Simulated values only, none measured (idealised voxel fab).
Process module under the name voxel gate over fins
Cross-section cut spans 150 nm and uses square cells 5 nm in size.
Cross-sections here: square-cell grids, written as top-down lists of bands, a band being one or more rows of cells.
Band entry format. Leading values: height of top, height of bottom, nm. Remainder: materials in left-to-right order, each with its width in nm. Special words: "full width" on a single material, which then fills the band edge to edge; "empty", empty space.
Basically, 0 is our baseline, since under it the wafer straight out of the box is all one material. The bottom band has no lower end and keeps on going down, so it looks like "0 nm and below".
A two-number width, for instance "30->40", indicates that the width is equal to the first number in the top row of the band and to the second number in the bottom row, and that it changes by a constant amount per row of cells.
"changes: none" after a step means that no cell of the cross-section changed.
So "Sealed void list" is basically the list of trapped voids: any empty space of 8 cells or more that can't reach the top through an opening. They're written width x height at distance, the distance being from the left edge, and it's all nm.
Note: text after step settings on the step line = simulator remark on that step.
overlay nm: mask offset rightward from planned place, masked step; negative means leftward offset.
List of planned process steps
1) RECEIVE: material Si
2) CONFORMAL_DEP: material SiN, thk nm 5
3) MASKED_ETCH: tone cover, mask id FINS, width nm 15, pitch nm 45, etch materials SiN, depth nm 5, overlay nm 0
4) MASKED_ETCH: tone cover, mask id FINS, width nm 15, pitch nm 45, etch materials Si, depth nm 30, overlay nm 0
5) OXIDIZE: depth nm 5
6) FILL_DEP: material SiO2, thk nm 10
7) CMP: height nm 5
8) SELECTIVE_ETCH: etch materials SiO2, depth nm 15
9) STRIP: etch materials SiN
10) CONFORMAL_DEP: material HfO2, thk nm 5
11) CONFORMAL_DEP: material TiN, thk nm 5
12) FILL_DEP: material W, thk nm 15
13) CMP: height nm 20
14) CONFORMAL_DEP: material SiCN, thk nm 10
Here's what the wafer looked like in cross-section when it arrived - that's after step 1
- 0 nm and below | Si full width
- Sealed void list: none
Wafer cross-section at module end: first of two, run to plan
- 30 nm to 20 nm | SiCN full width
- 20 nm to 10 nm | W full width
- 10 nm to 5 nm | W 40 nm / TiN 25 nm / W 20 nm / TiN 25 nm / W 40 nm
- 5 nm to 0 nm | W 40 nm / TiN 5 nm / HfO2 15 nm / TiN 5 nm / W 20 nm / TiN 5 nm / HfO2 15 nm / TiN 5 nm / W 40 nm
- 0 nm to -5 nm | TiN 45 nm / HfO2 5 nm / Si 5 nm / HfO2 5 nm / TiN 30 nm / HfO2 5 nm / Si 5 nm / HfO2 5 nm / TiN 45 nm
- -5 nm to -10 nm | HfO2 50 nm / Si 5 nm / HfO2 40 nm / Si 5 nm / HfO2 50 nm
- -10 nm to -35 nm | SiO2 50 nm / Si 5 nm / SiO2 40 nm / Si 5 nm / SiO2 50 nm
- -35 nm and below | Si full width
- Sealed void list: none
Second wafer at the end: like start, like plan, one mistake
- 30 nm to 20 nm | SiCN full width
- 20 nm to 10 nm | W full width
- 10 nm to 5 nm | W 40 nm / SiN 25 nm / W 20 nm / SiN 25 nm / W 40 nm
- 5 nm to 0 nm | W 40 nm / SiN 5 nm / HfO2 15 nm / SiN 5 nm / W 20 nm / SiN 5 nm / HfO2 15 nm / SiN 5 nm / W 40 nm
- 0 nm to -5 nm | SiN 45 nm / HfO2 5 nm / Si 5 nm / HfO2 5 nm / SiN 30 nm / HfO2 5 nm / Si 5 nm / HfO2 5 nm / SiN 45 nm
- -5 nm to -10 nm | HfO2 50 nm / Si 5 nm / HfO2 40 nm / Si 5 nm / HfO2 50 nm
- -10 nm to -35 nm | SiO2 50 nm / Si 5 nm / SiO2 40 nm / Si 5 nm / SiO2 50 nm
- -35 nm and below | Si full width
- Sealed void list: none
Heads up, the wafer didn't run the way we planned it: step 11 was run on a setting that differed from the plan, and what really ran there is CONFORMAL_DEP: material SiN, thk nm 5
Heads up, by the end the second wafer has more or fewer cells of some materials compared to the first: +38 SiN; -38 TiN
